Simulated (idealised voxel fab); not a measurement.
The process module presented herein is designated voxel ribs on slabs.
The cross-section on display is named cut; it measures 245 nm wide, and its cells are 5 nm squares.
We lay out every cross-section as a grid of square cells and spell it out in bands from the top down, where one band means one or more rows of cells. Each band's line starts with the height of the band's top and of its bottom, in nm. Then come its materials from left to right, each with its width in nm. One material with "full width" fills the band from edge to edge. "empty" is empty space. Heights from 0 (as-received wafer is one material below). Bottom band endless downward, as "0 down". Width spec "30..40" -> top row of cells at first value, bottom row at second value, equal per-row change in between. Where the words "no change" appear for a step, the cross-section shows no cell changed by that step; every cell remained as before. Empty spaces counting at least 8 cells and having no open way to the top are listed in "Enclosed cavity list". The notation width x height at distance is used for each, the distance being from the left edge and all three values in nm. Whatever follows a step's settings on its line is a remark the simulator itself makes about that step. overlay nm: where the mask lay relative to plan, measured to the right, on steps with a mask; negatives go left.

The process steps that were planned are listed below:
1. RECEIVE, material Si
2. DIRECTIONAL_DEP, material SiO2, thk nm 30
3. DIRECTIONAL_DEP, material polySi, thk nm 25
4. MASKED_ETCH, tone cover, mask id RIB, width nm 30, etch materials polySi, depth nm 10, overlay nm 0
5. MASKED_ETCH, tone cover, mask id SLAB, width nm 70, etch materials polySi, depth nm 15, overlay nm 0
6. FILL_DEP, material SiO2, thk nm 20
7. CMP, height nm 70
8. DIRECTIONAL_DEP, material TiN, thk nm 5
9. DIRECTIONAL_DEP, material aC, thk nm 15
10. PATTERN, tone cover, mask id HEATER, material resist, width nm 40, thk nm 30, overlay nm 0
11. DIRECTIONAL_ETCH, etch materials aC, depth nm 15
12. STRIP, etch materials resist
13. DIRECTIONAL_ETCH, etch materials TiN, depth nm 5
14. STRIP, etch materials aC
15. CONFORMAL_DEP, material SiO2, thk nm 10

Below: the first of two wafers, run as planned:

So this is the incoming wafer in cross-section - it's already been through step 1:
	0 down | Si full width
	Enclosed cavity list: none

You're looking at a cross-section of the wafer after step 2:
	30 to 0 | SiO2 full width
	All layers under 0 are left as they were.

You're looking at a cross-section of the wafer after step 3:
	55 to 30 | polySi full width
	All layers under 30 are left as they were.

You're looking at a cross-section of the wafer after step 4:
	55 to 45 | 105 of empty  30 of polySi  110 of empty
	All layers under 45 are left as they were.

You're looking at a cross-section of the wafer after step 5:
	55 to 45 | 105 of empty  30 of polySi  110 of empty
	45 to 30 | 85 of empty  70 of polySi  90 of empty
	All layers under 30 are left as they were.

You're looking at a cross-section of the wafer after step 6:
	75 to 55 | SiO2 full width
	55 to 45 | 105 of SiO2  30 of polySi  110 of SiO2
	45 to 30 | 85 of SiO2  70 of polySi  90 of SiO2
	All layers under 30 are left as they were.

You're looking at a cross-section of the wafer after step 7:
	70 to 55 | SiO2 full width
	All layers under 55 are left as they were.

You're looking at a cross-section of the wafer after step 8:
	75 to 70 | TiN full width
	All layers under 70 are left as they were.

You're looking at a cross-section of the wafer after step 9:
	90 to 75 | aC full width
	All layers under 75 are left as they were.

You're looking at a cross-section of the wafer after step 10:
	120 to 90 | 100 of empty  40 of resist  105 of empty
	All layers under 90 are left as they were.

You're looking at a cross-section of the wafer after step 11:
	105 to 90 | 100 of empty  40 of resist  105 of empty
	90 to 75 | 100 of empty  40 of aC  105 of empty
	All layers under 75 are left as they were.

You're looking at a cross-section of the wafer after step 12:
	90 to 75 | 100 of empty  40 of aC  105 of empty
	All layers under 75 are left as they were.

You're looking at a cross-section of the wafer after step 13:
	90 to 75 | 100 of empty  40 of aC  105 of empty
	75 to 70 | 100 of empty  40 of TiN  105 of empty
	All layers under 70 are left as they were.

You're looking at a cross-section of the wafer after step 14:
	75 to 70 | 100 of empty  40 of TiN  105 of empty
	All layers under 70 are left as they were.

You're looking at a cross-section of the wafer after step 15:
	85 to 80 | 90 of empty  60 of SiO2  95 of empty
	80 to 75 | SiO2 full width
	75 to 70 | 100 of SiO2  40 of TiN  105 of SiO2
	All layers under 70 are left as they were.

The second wafer: identical to the first at the outset and in its planned sequence, differing only in that one mistake was made during processing; up to and including step 1, its path is the first wafer's path:

Second wafer profile in section, at the moment step 2 of the plan was meant to be complete:
	30 to 0 | aC full width
	All layers under 0 are left as they were.

Second wafer profile in section, at the moment step 3 of the plan was meant to be complete:
	55 to 30 | polySi full width
	All layers under 30 are left as they were.

Second wafer profile in section, at the moment step 4 of the plan was meant to be complete:
	55 to 45 | 105 of empty  30 of polySi  110 of empty
	All layers under 45 are left as they were.

Second wafer profile in section, at the moment step 5 of the plan was meant to be complete:
	55 to 45 | 105 of empty  30 of polySi  110 of empty
	45 to 30 | 85 of empty  70 of polySi  90 of empty
	All layers under 30 are left as they were.

Second wafer profile in section, at the moment step 6 of the plan was meant to be complete:
	75 to 55 | SiO2 full width
	55 to 45 | 105 of SiO2  30 of polySi  110 of SiO2
	45 to 30 | 85 of SiO2  70 of polySi  90 of SiO2
	All layers under 30 are left as they were.

Second wafer profile in section, at the moment step 7 of the plan was meant to be complete:
	70 to 55 | SiO2 full width
	All layers under 55 are left as they were.

Second wafer profile in section, at the moment step 8 of the plan was meant to be complete:
	75 to 70 | TiN full width
	All layers under 70 are left as they were.

Second wafer profile in section, at the moment step 9 of the plan was meant to be complete:
	90 to 75 | aC full width
	All layers under 75 are left as they were.

Second wafer profile in section, at the moment step 10 of the plan was meant to be complete:
	120 to 90 | 100 of empty  40 of resist  105 of empty
	All layers under 90 are left as they were.

Second wafer profile in section, at the moment step 11 of the plan was meant to be complete:
	105 to 90 | 100 of empty  40 of resist  105 of empty
	90 to 75 | 100 of empty  40 of aC  105 of empty
	All layers under 75 are left as they were.

Second wafer profile in section, at the moment step 12 of the plan was meant to be complete:
	90 to 75 | 100 of empty  40 of aC  105 of empty
	All layers under 75 are left as they were.

Second wafer profile in section, at the moment step 13 of the plan was meant to be complete:
	90 to 75 | 100 of empty  40 of aC  105 of empty
	75 to 70 | 100 of empty  40 of TiN  105 of empty
	All layers under 70 are left as they were.

Second wafer profile in section, at the moment step 14 of the plan was meant to be complete:
	75 to 70 | 100 of empty  40 of TiN  105 of empty
	All layers under 70 are left as they were.

Second wafer profile in section, at the moment step 15 of the plan was meant to be complete:
	85 to 80 | 90 of empty  60 of SiO2  95 of empty
	80 to 75 | SiO2 full width
	75 to 70 | 100 of SiO2  40 of TiN  105 of SiO2
	All layers under 70 are left as they were.
Nonconformance to the process plan: step 2 was processed under conditions differing from the plan, specifically as DIRECTIONAL_DEP, material aC, thk nm 30
Wafer comparison, final, in cells, second relative to first, materials more or fewer: 294 fewer of SiO2, 294 more of aC
